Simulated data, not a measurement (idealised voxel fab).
A process module follows: voxel gate over fins.
The width of the displayed cross-section, cut, is 290 nm; its cells are square, with a size of 5 nm.
If you're reading a cross-section in this doc, picture square cells in a grid; it comes to you as bands, top ones listed first down to the bottom, and a band can be one or more rows of cells.
Read a band's entry like this: the first values are the height of its top and the height of its bottom in nm, and what follows is the sequence of materials from left to right, each with its width in nm. Note that "air" is empty space, and that a single material marked "throughout" reaches across the band from edge to edge.
Where do heights start? At 0: under that level the wafer as delivered is made of one material only. And the lowest band has no floor; it just carries on downward, as in "z 0 and below".
The width entry "30->40" should be interpreted row by row: the top row of cells in the band takes the first number, the bottom row takes the second number, and the change between adjacent rows is uniform throughout.
For the purposes of this document, the phrase "remained the same" attached to a step denotes that no cell within the cross-section was modified by that step.
So "Closed void entries" is basically the list of trapped voids: any empty space of 8 cells or more that can't reach the top through an opening. They're written width x height at distance, the distance being from the left edge, and it's all nm.
Whatever follows a step's settings on its line is a remark the simulator itself makes about that step.
overlay nm: mask offset rightward from planned place, masked step; negative means leftward offset.
## plan
1 RECEIVE with material Si
2 CONFORMAL_DEP with material SiN, thk nm 5
3 PATTERN with tone cover, mask id FINS, material resist, width nm 15, pitch nm 40, thk nm 15, overlay nm 0
4 DIRECTIONAL_ETCH with etch materials SiN, depth nm 5
5 DIRECTIONAL_ETCH with etch materials Si, depth nm 35
6 STRIP with etch materials resist
7 OXIDIZE with depth nm 5
8 FILL_DEP with material SiO2, thk nm 5
9 CMP with height nm 5
10 SELECTIVE_ETCH with etch materials SiO2, depth nm 20
11 STRIP with etch materials SiN
12 CONFORMAL_DEP with material HfO2, thk nm 5
13 CONFORMAL_DEP with material TiN, thk nm 5
14 FILL_DEP with material W, thk nm 15
15 CMP with height nm 20
16 CONFORMAL_DEP with material SiN, thk nm 10
## Wafer as received: cross-section following step 1
  z 0 and below = Si throughout
  Closed void entries: none
## The module was run from the start shown above using the plan shown above, but one mistake was made doing it; the resulting wafer cross-section is below
  z 30 to 20 = SiN throughout
  z 20 to 10 = W throughout
  z 10 to 5 = 70 nm W / 30 nm TiN / 10 nm W / 30 nm TiN / 10 nm W / 30 nm TiN / 10 nm W / 30 nm TiN / 70 nm W
  z 5 to 0 = 70 nm W / 5 nm TiN / 20 nm HfO2 / 5 nm TiN / 10 nm W / 5 nm TiN / 20 nm HfO2 / 5 nm TiN / 10 nm W / 5 nm TiN / 20 nm HfO2 / 5 nm TiN / 10 nm W / 5 nm TiN / 20 nm HfO2 / 5 nm TiN / 70 nm W
  z 0 to -5 = 70 nm W / 5 nm TiN / 5 nm HfO2 / 10 nm Si / 5 nm HfO2 / 5 nm TiN / 10 nm W / 5 nm TiN / 5 nm HfO2 / 10 nm Si / 5 nm HfO2 / 5 nm TiN / 10 nm W / 5 nm TiN / 5 nm HfO2 / 10 nm Si / 5 nm HfO2 / 5 nm TiN / 10 nm W / 5 nm TiN / 5 nm HfO2 / 10 nm Si / 5 nm HfO2 / 5 nm TiN / 70 nm W
  z -5 to -10 = 75 nm TiN / 5 nm HfO2 / 10 nm Si / 5 nm HfO2 / 20 nm TiN / 5 nm HfO2 / 10 nm Si / 5 nm HfO2 / 20 nm TiN / 5 nm HfO2 / 10 nm Si / 5 nm HfO2 / 20 nm TiN / 5 nm HfO2 / 10 nm Si / 5 nm HfO2 / 75 nm TiN
  z -10 to -15 = 80 nm HfO2 / 10 nm Si / 30 nm HfO2 / 10 nm Si / 30 nm HfO2 / 10 nm Si / 30 nm HfO2 / 10 nm Si / 80 nm HfO2
  z -15 to -40 = 80 nm SiO2 / 10 nm Si / 30 nm SiO2 / 10 nm Si / 30 nm SiO2 / 10 nm Si / 30 nm SiO2 / 10 nm Si / 80 nm SiO2
  z -40 and below = Si throughout
  Closed void entries: none
It is concluded that the wafer was processed incorrectly with respect to the plan, in that step 3 ran differently from the plan; actual operation with settings: PATTERN with tone cover, mask id FINS, material resist, width nm 20, pitch nm 40, thk nm 15, overlay nm 0
